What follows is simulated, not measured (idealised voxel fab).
Process module in this document: voxel ribs on slabs
The cross-section shown here is cut; it is 255 nm wide and divided into square cells measuring 5 nm on a side.
Cross-section layout: square cells on a grid; listed as bands, top to bottom; a band spans one or more cell rows. Basically the band line says how high the top is and how high the bottom is, in nm, and then what's in it from left to right, every material with its width in nm. Empty space shows up as "air", and if a single material carries "full width" it runs the full band edge to edge. Beneath 0, the wafer as received is one material, and that level is where height counting begins. The lowest band goes on downward without a bottom; it is written like "top 0, no bottom". The expression "30->40" gives the width at the extremes of the band, the first number at its top row of cells and the second at its bottom row, with the width changing by equal amounts from each row to the next in between. "changes: none" means the step left every cell of the cross-section as it was. What "Internal closed voids" gives you is every empty space of 8 cells or more that is cut off from the top. Each appears as width x height at distance, with the distance taken from the left edge and width, height and distance all in nm. Heads up: the bit after the settings on a step's line is the simulator's remark on that step. The "overlay nm" setting may appear on a step's line; for a step that uses a mask, it gives how far to the right of its planned position the mask lay, and a negative value indicates the left.

INTENDED PROCESS STEPS
1) RECEIVE (material Si)
2) DIRECTIONAL_DEP (material SiO2; thk nm 30)
3) DIRECTIONAL_DEP (material polySi; thk nm 25)
4) MASKED_ETCH (tone cover; mask id RIB; width nm 25; etch materials polySi; depth nm 15; overlay nm 0)
5) MASKED_ETCH (tone cover; mask id SLAB; width nm 75; etch materials polySi; depth nm 10; overlay nm 0)
6) FILL_DEP (material SiO2; thk nm 15)
7) CMP (height nm 65)
8) DIRECTIONAL_DEP (material TiN; thk nm 10)
9) PATTERN (tone cover; mask id HEATER; material resist; width nm 35; thk nm 15; overlay nm 0)
10) DIRECTIONAL_ETCH (etch materials TiN; depth nm 10)
11) STRIP (etch materials resist)
12) CONFORMAL_DEP (material SiO2; thk nm 5)

CROSS-SECTION OF THE WAFER UPON ARRIVAL, REPRESENTING THE STATE REACHED AFTER STEP 1
  top 0, no bottom  Si full width
  Internal closed voids: none

CROSS-SECTIONAL IMAGE OF THE FIRST OF TWO WAFERS AT THE END OF THE MODULE, THE RUN HAVING PROCEEDED AS PLANNED
  top 80, bottom 75  105 of air; 45 of SiO2; 105 of air
  top 75, bottom 70  105 of air; 5 of SiO2; 35 of TiN; 5 of SiO2; 105 of air
  top 70, bottom 65  110 of SiO2; 35 of TiN; 110 of SiO2
  top 65, bottom 55  SiO2 full width
  top 55, bottom 40  115 of SiO2; 25 of polySi; 115 of SiO2
  top 40, bottom 30  90 of SiO2; 75 of polySi; 90 of SiO2
  top 30, bottom 0  SiO2 full width
  top 0, no bottom  Si full width
  Internal closed voids: none

THIS CROSS-SECTION BELONGS TO THE SECOND WAFER OF TWO AT THE END OF THE MODULE; THE START AND THE PLAN WERE SHARED WITH THE FIRST, AND THE RUN INCLUDED ONE MISTAKE
  top 75, bottom 65  110 of air; 35 of TiN; 110 of air
  top 65, bottom 55  SiO2 full width
  top 55, bottom 40  115 of SiO2; 25 of polySi; 115 of SiO2
  top 40, bottom 30  90 of SiO2; 75 of polySi; 90 of SiO2
  top 30, bottom 0  SiO2 full width
  top 0, no bottom  Si full width
  Internal closed voids: none
Processing error: plan step 12: skipped, not run
Final comparison by cell count, materials where the second wafer has more or fewer than the first: SiO2: 55 fewer
